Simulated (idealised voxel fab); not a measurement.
Process module name: voxel ribs on slabs
The width of the displayed cross-section, cut, is 295 nm; its cells are square, with a size of 5 nm.
Just so we're on the same page, the cross-sections are grids of square cells, and they're listed out in bands top to bottom, each band one or more rows deep. It is stipulated that each band's entry specify, in nanometres, the height of the top of the band and then that of its bottom, followed by the materials of the band in left-to-right sequence, each together with its width in nanometres. A single material marked by the word "edge to edge" is understood to fill the band from edge to edge; the word "blank" is understood to denote empty space. Heights are reckoned from 0. Under this level, the received wafer is all of one material. The bottommost band is open-ended downward, for example "0..down". Quick explanation for "30->40": the width changes in equal steps down the rows of cells, from the first number in the band's top row to the second number in its bottom row. Where a step carries "nothing different", the cross-section came out of it unchanged, cell for cell. The entry "Closed cavities" lists the empty spaces that cover at least 8 cells and have no open path to the top. Each is written as width x height at distance, where the distance is measured from the left edge and all three values are in nm. The remark found on a step's line after its settings is issued by the simulator itself and pertains to that step. The optional step-line setting "overlay nm" applies to steps with a mask and quantifies how far to the right of its planned location the mask lay, a negative value indicating leftward placement.
# Below is the list of planned process steps
| 1 | RECEIVE: material Si |
| 2 | DIRECTIONAL_DEP: material SiO2, thk nm 20 |
| 3 | DIRECTIONAL_DEP: material SiN, thk nm 15 |
| 4 | PATTERN: tone cover, mask id RIB, material resist, width nm 25, thk nm 15, overlay nm 0 |
| 5 | DIRECTIONAL_ETCH: etch materials SiN, depth nm 10 |
| 6 | STRIP: etch materials resist |
| 7 | PATTERN: tone cover, mask id SLAB, material resist, width nm 65, thk nm 15, overlay nm 0 |
| 8 | DIRECTIONAL_ETCH: etch materials SiN, depth nm 5 |
| 9 | STRIP: etch materials resist |
| 10 | FILL_DEP: material SiO2, thk nm 15 |
| 11 | CMP: height nm 45 |
| 12 | DIRECTIONAL_DEP: material TiN, thk nm 10 |
| 13 | MASKED_ETCH: tone cover, mask id HEATER, width nm 35, etch materials TiN, depth nm 10, overlay nm 0 |
| 14 | CONFORMAL_DEP: material SiN, thk nm 10 |
# Shown in cross-section is the wafer as received, that is, as it stands after step 1
  0..down = Si edge to edge
  Closed cavities: none
# Cross-sectional result after module completion. Note: starting condition and plan are unchanged from above; one processing mistake was made
  55..45 = 130 nm blank; 35 nm TiN; 130 nm blank
  45..35 = SiO2 edge to edge
  35..25 = 135 nm SiO2; 25 nm SiN; 135 nm SiO2
  25..20 = 115 nm SiO2; 65 nm SiN; 115 nm SiO2
  20..0 = SiO2 edge to edge
  0..down = Si edge to edge
  Closed cavities: none
What was done differently from what was planned? step 14 of the plan got skipped, so it never ran
